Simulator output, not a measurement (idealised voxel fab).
process module | voxel self aligned contacts
cross-section cut | 175 nm wide | cells 5 nm
A cross-section is a grid of square cells, given in bands from the top down. A band is one or more rows of cells.
Each band's line starts with the height of the band's top and of its bottom, in nm. Then come its materials from left to right, each with its width in nm. One material with "throughout" fills the band from edge to edge. "air" is empty space.
Height 0 is the level under which the wafer as received is all one material. The lowest band goes on downwards, as in "0 down".
A width such as "30 to 40" changes by the same amount from each row of cells to the next, from the band's top row to its bottom row.
"no change" after a step means that no cell of the cross-section changed.
closed voids: empty space of 8 cells or more with no open way to the top, each as width x height at its distance from the left edge, in nm
after a step's settings: what the simulator itself notes on the step
overlay nm, on a step with a mask: how far to the right of its planned place the mask lay; to the left if negative
plan
1 op RECEIVE | material Si
2 op CONFORMAL_DEP | material SiO2 | thk nm 5
3 op DIRECTIONAL_DEP | material polySi | thk nm 25
4 op DIRECTIONAL_DEP | material SiN | thk nm 25
5 op MASKED_ETCH | tone cover | mask id GATE | width nm 30 | pitch nm 65 | etch materials SiN | depth nm 25 | overlay nm 0
6 op MASKED_ETCH | tone cover | mask id GATE | width nm 30 | pitch nm 65 | etch materials polySi | depth nm 25 | overlay nm 0
7 op CONFORMAL_DEP | material SiN | thk nm 10
8 op DIRECTIONAL_ETCH | etch materials SiN | depth nm 10
9 op FILL_DEP | material SiO2 | thk nm 10
10 op CMP | height nm 60
11 op MASKED_ETCH | tone open | mask id CONTACT | width nm 45 | etch materials SiO2 | depth nm 60 | overlay nm 0
12 op CONFORMAL_DEP | material TiN | thk nm 5
13 op FILL_DEP | material W | thk nm 5
14 op CMP | height nm 60
15 op CONFORMAL_DEP | material SiN | thk nm 5
as received, after step 1
  0 down: Si throughout
  closed voids: none
first wafer at the end, as planned
  65 to 60: SiN throughout
  60 to 55: SiO2 65 | TiN 20 | W 5 | TiN 20 | SiO2 65
  55 to 30: SiO2 30 | SiN 50 | TiN 5 | W 5 | TiN 5 | SiN 50 | SiO2 30
  30 to 5: SiO2 30 | SiN 10 | polySi 30 | SiN 10 | TiN 5 | W 5 | TiN 5 | SiN 10 | polySi 30 | SiN 10 | SiO2 30
  5 to 0: SiO2 80 | TiN 15 | SiO2 80
  0 down: Si throughout
  closed voids: none
second wafer at the end: like start, like plan, one mistake
  65 to 60: SiN throughout
  60 to 55: SiO2 65 | TiN 20 | W 5 | TiN 20 | SiO2 65
  55 to 35: SiO2 30 | SiN 10 | polySi 30 | SiN 10 | TiN 5 | W 5 | TiN 5 | SiN 10 | polySi 30 | SiN 10 | SiO2 30
  35 to 30: SiO2 30 | SiN 10 | polySi 30 | SiN 10 | TiN 15 | SiN 10 | polySi 30 | SiN 10 | SiO2 30
  30 to 5: SiN throughout
  5 to 0: SiO2 throughout
  0 down: Si throughout
  closed voids: none
what went wrong: steps 3 and 4 were swapped
at the end the second wafer has, in cells: 75 more of SiN | 57 fewer of SiO2 | 12 fewer of TiN | 6 fewer of W
